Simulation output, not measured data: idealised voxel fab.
The process module that follows is named voxel quadruple lines.
Each square cell in cross-section cut measures 5 nm, and the section as a whole is 290 nm wide.
Notation: cross-section as square-cell grid; stated in bands, top first, going down; one or more cell rows per band.
Quick guide to a band line: top height, bottom height (nm) up front; then every material left to right with its width in nm. Only one material and it's marked "full width"? Then it fills the band edge to edge. And "air" just means empty space.
A quick word on heights: they are counted from 0, and under that level the wafer as it came to us is one material throughout. The lowest band is different from the rest in having no bottom; it simply continues downward, written as in "0 -> down".
A two-number width, for instance "30 to 40", indicates that the width is equal to the first number in the top row of the band and to the second number in the bottom row, and that it changes by a constant amount per row of cells.
A step reported as "no alterations made" is a step in which no cell of the cross-section changed.
"Closed void listing" - sealed voids, min. 8 cells, no opening to top; format: width x height at distance (distance from left edge; nm throughout).
Heads up: the bit after the settings on a step's line is the simulator's remark on that step.
overlay nm: for a step with a mask, the amount by which the mask lay right of where it was planned; a negative amount means left of it.

Planned step list for the process:
1 RECEIVE | material Si
2 CONFORMAL_DEP | material SiO2 | thk nm 10
3 DIRECTIONAL_DEP | material W | thk nm 10
4 DIRECTIONAL_DEP | material polySi | thk nm 15
5 DIRECTIONAL_DEP | material aC | thk nm 25
6 PATTERN | tone cover | mask id MANDREL | material resist | width nm 30 | thk nm 30 | overlay nm 0
7 DIRECTIONAL_ETCH | etch materials aC | depth nm 25
8 STRIP | etch materials resist
9 CONFORMAL_DEP | material SiO2 | thk nm 10
10 DIRECTIONAL_ETCH | etch materials SiO2 | depth nm 10
11 STRIP | etch materials aC
12 DIRECTIONAL_ETCH | etch materials polySi | depth nm 15
13 STRIP | etch materials SiO2
14 CONFORMAL_DEP | material SiCN | thk nm 10
15 DIRECTIONAL_ETCH | etch materials SiCN | depth nm 10
16 STRIP | etch materials polySi
17 DIRECTIONAL_ETCH | etch materials W | depth nm 10
18 STRIP | etch materials SiCN

Cross-section of the wafer at receipt, which is the condition after step 1:
    0 -> down: Si full width
    Closed void listing: none

Looking at the first of two wafers in cross-section at end of module - ran to plan:
    20 -> 10: 110 nm air, 10 nm W, 10 nm air, 10 nm W, 10 nm air, 10 nm W, 10 nm air, 10 nm W, 110 nm air
    10 -> 0: SiO2 full width
    0 -> down: Si full width
    Closed void listing: none

second wafer at the end: like start, like plan, one mistake:
    20 -> 10: 120 nm air, 10 nm W, 10 nm air, 10 nm W, 10 nm air, 10 nm W, 120 nm air
    10 -> 0: SiO2 full width
    0 -> down: Si full width
    Closed void listing: none
Deviation noted in wafer processing: step 6 was processed under conditions differing from the plan, specifically as PATTERN | tone open | mask id MANDREL | material resist | width nm 30 | thk nm 30 | overlay nm 0
The closing comparison, in cells, has the second wafer with more or fewer of some materials than the first: W -4
